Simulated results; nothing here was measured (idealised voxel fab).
Herein follows the process module entitled voxel air gaps.
Pictured: cross-section cut, 180 nm wide, on a grid of 5 nm square cells.
Cross-section layout: square cells on a grid; listed as bands, top to bottom; a band spans one or more cell rows. Band: top height; bottom height; in nm. Then, left to right: material with width in nm, for each material. "edge to edge": a single material spanning edge to edge. "empty": empty space. All heights in this document are referenced to 0, defined as the level beneath which the wafer, as received, consists entirely of one material. The lowest band is not bounded below; it extends indefinitely downward and is written in the form "0 -> down". The expression "30->40" gives the width at the extremes of the band, the first number at its top row of cells and the second at its bottom row, with the width changing by equal amounts from each row to the next in between. For the purposes of this document, the phrase "no modification" attached to a step denotes that no cell within the cross-section was modified by that step. Heads up: "Tabulated closed voids" only lists the empty pockets with no open path to the top that are 8 cells or more, and it writes them as width x height at distance, distance from the left edge, in nm. The remark found on a step's line after its settings is issued by the simulator itself and pertains to that step. Regarding "overlay nm": on a step with a mask, it is the distance the mask lay to the right of its planned place; a negative value places it to the left. Each of the pairs that make up the rest of this document says: here is the cross-section before one process step, here is the cross-section after it, drawn only down to the lowest band that changed, and here, under the pair, is the step lying between them with its settings. Different pairs may come from different runs of this module on the same starting wafer, so a pair continues from the pair above it only where its entry headed "Prior state" says so.
## Prior state
  65 -> 55 | Ru: 30 | empty: 5 | Ru: 50 | empty: 5 | Ru: 50 | empty: 5 | Ru: 35
  55 -> 20 | Ru: 15 | TiN: 5 | SiO2: 25 | TiN: 5 | Ru: 20 | TiN: 5 | SiO2: 25 | TiN: 5 | Ru: 20 | TiN: 5 | SiO2: 25 | TiN: 5 | Ru: 20
  20 -> 15 | TiN: 20 | SiO2: 25 | TiN: 30 | SiO2: 25 | TiN: 30 | SiO2: 25 | TiN: 25
  15 -> 10 | SiN edge to edge
  10 -> 0 | SiO2 edge to edge
  0 -> down | Si edge to edge
  Tabulated closed voids: none
## after
  65 -> 55 | Ru: 30 | empty: 5 | Ru: 50 | empty: 5 | Ru: 50 | empty: 5 | Ru: 35
  55 -> 20 | Ru: 15 | TiN: 5 | empty: 25 | TiN: 5 | Ru: 20 | TiN: 5 | empty: 25 | TiN: 5 | Ru: 20 | TiN: 5 | empty: 25 | TiN: 5 | Ru: 20
  20 -> 15 | TiN: 20 | empty: 25 | TiN: 30 | empty: 25 | TiN: 30 | empty: 25 | TiN: 25
  Rest of section, below 15: as before.
  Tabulated closed voids: none
Step sandwiched between the two cross-sections above: op SELECTIVE_ETCH | etch materials SiO2 | depth nm 50
Prior state: after-state, pair directly above.
## after
  70 -> 65 | SiCN edge to edge
  65 -> 55 | Ru: 30 | SiCN: 5 | Ru: 50 | SiCN: 5 | Ru: 50 | SiCN: 5 | Ru: 35
  55 -> 50 | Ru: 15 | TiN: 5 | SiCN: 25 | TiN: 5 | Ru: 20 | TiN: 5 | SiCN: 25 | TiN: 5 | Ru: 20 | TiN: 5 | SiCN: 25 | TiN: 5 | Ru: 20
  50 -> 20 | Ru: 15 | TiN: 5 | SiCN: 5 | empty: 15 | SiCN: 5 | TiN: 5 | Ru: 20 | TiN: 5 | SiCN: 5 | empty: 15 | SiCN: 5 | TiN: 5 | Ru: 20 | TiN: 5 | SiCN: 5 | empty: 15 | SiCN: 5 | TiN: 5 | Ru: 20
  20 -> 15 | TiN: 20 | SiCN: 25 | TiN: 30 | SiCN: 25 | TiN: 30 | SiCN: 25 | TiN: 25
  Rest of section, below 15: as before.
  Tabulated closed voids: 15 x 30 at 25; 15 x 30 at 80; 15 x 30 at 135
Step sandwiched between the two cross-sections above: op CONFORMAL_DEP | material SiCN | thk nm 5
